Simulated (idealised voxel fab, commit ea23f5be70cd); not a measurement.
process module | voxel tone inversion
Square cells of 5 nm make up the cross-section cut, whose width is 220 nm.
Think of the cross-section as a grid of square cells. We describe it in bands, top to bottom, and each band covers one or more rows of those cells. Look at the band entry: it leads with the top's height and the bottom's height in nm. Then it lists the materials left to right, with a width in nm for each. The word "all across" on a single material says that material fills the band edge to edge. The word "air" is empty space. Heads up on the height convention: 0 is the point under which the incoming wafer is all one material, and the lowest band has no bottom, it just keeps going down, like "0 down". Top row gets the first number, bottom row gets the second, and each row in between changes by the same step: that is how a band width like "30->40" works. Where the words "all unchanged" appear for a step, the cross-section shows no cell changed by that step; every cell remained as before. Closed-off voids of 8+ cells (no open route to the top) go in "Non-vented voids", written width x height at distance from the left edge, in nm. The remark found on a step's line after its settings is issued by the simulator itself and pertains to that step. Regarding "overlay nm": on a step with a mask, it is the distance the mask lay to the right of its planned place; a negative value places it to the left.

## Process steps - plan
1,RECEIVE,material Si
2,CONFORMAL_DEP,material SiN,thk nm 10
3,DIRECTIONAL_DEP,material polySi,thk nm 15
4,PATTERN,tone cover,mask id POSTS,material resist,width nm 25,pitch nm 40,thk nm 20,overlay nm -15
5,DIRECTIONAL_ETCH,etch materials polySi,depth nm 15
6,STRIP,etch materials resist
7,FILL_DEP,material SiO2,thk nm 10
8,CMP,height nm 25
9,STRIP,etch materials polySi
Quick note for whoever runs this: the wafers start identical, but the overlay nm at step 4 isn't the same across them. The plan just shows what the first wafer had.

## After step 1, as received: first of several wafers, cross-section
    0 down | Si all across
    Non-vented voids: none

## Last step of the module is step 9; after it, the first of several wafers in cross-section
    25 to 10 | 40 nm SiO2 / 25 nm air / 15 nm SiO2 / 25 nm air / 15 nm SiO2 / 25 nm air / 75 nm SiO2
    10 to 0 | SiN all across
    0 down | Si all across
    Non-vented voids: none

## Here we cross-sectioned the last of the wafers once the module was done
    25 to 10 | 70 nm SiO2 / 25 nm air / 15 nm SiO2 / 25 nm air / 15 nm SiO2 / 25 nm air / 45 nm SiO2
    10 to 0 | SiN all across
    0 down | Si all across
    Non-vented voids: none

## What follows is a table in which each wafer occupies a row; for the wafer as it stands at the close of the module, the row states, material by material, how many cells have been gained (+) or lost (-) since receipt, and then gives its closed voids
overlay nm -15, +88 SiN, +87 SiO2, Non-vented voids: none
overlay nm -10, +88 SiN, +87 SiO2, Non-vented voids: none
overlay nm -5, +88 SiN, +87 SiO2, Non-vented voids: none
overlay nm 0, +88 SiN, +87 SiO2, Non-vented voids: none
overlay nm 5, +88 SiN, +87 SiO2, Non-vented voids: none
overlay nm 10, +88 SiN, +87 SiO2, Non-vented voids: none
overlay nm 15, +88 SiN, +87 SiO2, Non-vented voids: none
